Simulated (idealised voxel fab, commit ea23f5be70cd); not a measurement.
A process module follows: voxel quadruple lines.
Cross-section cut: width 300 nm, square cells of 5 nm.
Cross-section layout: square cells on a grid; listed as bands, top to bottom; a band spans one or more cell rows. Read a band's entry like this: the first values are the height of its top and the height of its bottom in nm, and what follows is the sequence of materials from left to right, each with its width in nm. Note that "blank" is empty space, and that a single material marked "all across" reaches across the band from edge to edge. Beneath 0, the wafer as received is one material, and that level is where height counting begins. The lowest band goes on downward without a bottom; it is written like "0 -> down". Graded width ("30..40"): value in top row of band = first number; value in bottom row = second number; row-to-row change constant. What does "stayed the same" mean for a step? It means no cell of the cross-section changed in that step. Basically, "Enclosed cavities" tells you about the enclosed voids: empty spaces with no open way to the top, 8 cells or bigger, each written width x height at distance, where distance is from the left edge, all in nm. If you see something after the settings on a step's line, that's the simulator's own remark about that step. The "overlay nm" setting may appear on a step's line; for a step that uses a mask, it gives how far to the right of its planned position the mask lay, and a negative value indicates the left.

**The process steps that were planned are listed below**
step 1: RECEIVE,material Si
step 2: CONFORMAL_DEP,material Al2O3,thk nm 5
step 3: DIRECTIONAL_DEP,material W,thk nm 10
step 4: DIRECTIONAL_DEP,material polySi,thk nm 15
step 5: DIRECTIONAL_DEP,material aC,thk nm 25
step 6: PATTERN,tone cover,mask id MANDREL,material resist,width nm 30,pitch nm 80,thk nm 30,overlay nm 0
step 7: DIRECTIONAL_ETCH,etch materials aC,depth nm 25
step 8: STRIP,etch materials resist
step 9: CONFORMAL_DEP,material SiO2,thk nm 10
step 10: DIRECTIONAL_ETCH,etch materials SiO2,depth nm 10
step 11: STRIP,etch materials aC
step 12: DIRECTIONAL_ETCH,etch materials polySi,depth nm 15
step 13: STRIP,etch materials SiO2
step 14: CONFORMAL_DEP,material SiN,thk nm 10
step 15: DIRECTIONAL_ETCH,etch materials SiN,depth nm 10
step 16: STRIP,etch materials polySi
step 17: DIRECTIONAL_ETCH,etch materials W,depth nm 10
step 18: STRIP,etch materials SiN

**This is the cross-section of the wafer as we received it, i.e. after step 1**
* 0 -> down: Si all across
* Enclosed cavities: none

**End-of-module cross-section of the first of two wafers, processed as planned**
* 15 -> 5: 75 of blank, 10 of W, 10 of blank, 10 of W, 10 of blank, 10 of W, 10 of blank, 10 of W, 10 of blank, 10 of W, 10 of blank, 10 of W, 10 of blank, 10 of W, 10 of blank, 10 of W, 75 of blank
* 5 -> 0: Al2O3 all across
* 0 -> down: Si all across
* Enclosed cavities: none

**Wafer two, end of module, cross-section. Same start, same plan as wafer one. One mistake in the run**
* 40 -> 30: 75 of blank, 30 of SiO2, 10 of blank, 30 of SiO2, 10 of blank, 30 of SiO2, 10 of blank, 30 of SiO2, 75 of blank
* 30 -> 25: 75 of blank, 10 of SiO2, 10 of polySi, 10 of SiO2, 10 of blank, 10 of SiO2, 10 of polySi, 10 of SiO2, 10 of blank, 10 of SiO2, 10 of polySi, 10 of SiO2, 10 of blank, 10 of SiO2, 10 of polySi, 10 of SiO2, 75 of blank
* 25 -> 15: 85 of SiO2, 10 of polySi, 30 of SiO2, 10 of polySi, 30 of SiO2, 10 of polySi, 30 of SiO2, 10 of polySi, 85 of SiO2
* 15 -> 5: W all across
* 5 -> 0: Al2O3 all across
* 0 -> down: Si all across
* Enclosed cavities: none
Misprocessing identified: not per plan at step 14, really ran CONFORMAL_DEP,material SiO2,thk nm 10
The final cell counts differ between the wafers, with the second having more or fewer of some materials than the first: SiO2 +168; W +88; polySi +24
